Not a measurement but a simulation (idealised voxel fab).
process module | voxel spacer lines
cross-section cut | 215 nm wide | cells 5 nm
Throughout this document, each cross-section is represented as a grid of square cells and is presented as a sequence of bands enumerated from the top downward, where a band comprises one or more rows of cells. It is stipulated that each band's entry specify, in nanometres, the height of the top of the band and then that of its bottom, followed by the materials of the band in left-to-right sequence, each together with its width in nanometres. A single material marked by the word "everywhere" is understood to fill the band from edge to edge; the word "empty" is understood to denote empty space. Height reference: 0 = level under which incoming wafer is all one material. Lowest band: no bottom, runs on downward, e.g. "0 nm and below". Read "30 to 40" as a graded width: first number on top, second number at the bottom, same change between each pair of neighbouring rows. Step marked "nothing was modified"? Then no cell in the cross-section changed in it. So "Entrapped voids" is basically the list of trapped voids: any empty space of 8 cells or more that can't reach the top through an opening. They're written width x height at distance, the distance being from the left edge, and it's all nm. What comes after the settings on a step's line is commentary from the simulator itself on that step. "overlay nm" on a masked step: distance the mask lay right of its planned place, negative for left.

**The following list gives the planned process steps**
1,RECEIVE with material Si
2,CONFORMAL_DEP with material Al2O3, thk nm 10
3,DIRECTIONAL_DEP with material SiN, thk nm 15
4,DIRECTIONAL_DEP with material polySi, thk nm 30
5,PATTERN with tone cover, mask id MANDREL, material resist, width nm 20, pitch nm 60, thk nm 35, overlay nm 0
6,DIRECTIONAL_ETCH with etch materials polySi, depth nm 30
7,STRIP with etch materials resist
8,CONFORMAL_DEP with material SiO2, thk nm 10
9,DIRECTIONAL_ETCH with etch materials SiO2, depth nm 10
10,STRIP with etch materials polySi
11,DIRECTIONAL_ETCH with etch materials SiN, depth nm 15
12,STRIP with etch materials SiO2

**Cross-section of the wafer as it came to us, i.e., already through step 1**
	0 nm and below = Si everywhere
	Entrapped voids: none

**End-of-module cross-section of the first of two wafers, processed as planned**
	25 nm to 10 nm = 55 nm empty | 10 nm SiN | 20 nm empty | 10 nm SiN | 20 nm empty | 10 nm SiN | 20 nm empty | 10 nm SiN | 60 nm empty
	10 nm to 0 nm = Al2O3 everywhere
	0 nm and below = Si everywhere
	Entrapped voids: none

**Cross-section of the latter of the two wafers at module completion. It had an identical start and an identical plan to the former; in running it, one mistake was made**
	25 nm to 15 nm = Al2O3 everywhere
	15 nm to 0 nm = SiN everywhere
	0 nm and below = Si everywhere
	Entrapped voids: none
Deviation noted in wafer processing: ran 2 and 3 in swapped order versus the plan
End check, counted in cells, second wafer has more or fewer of these materials than the first: SiN: 105 more
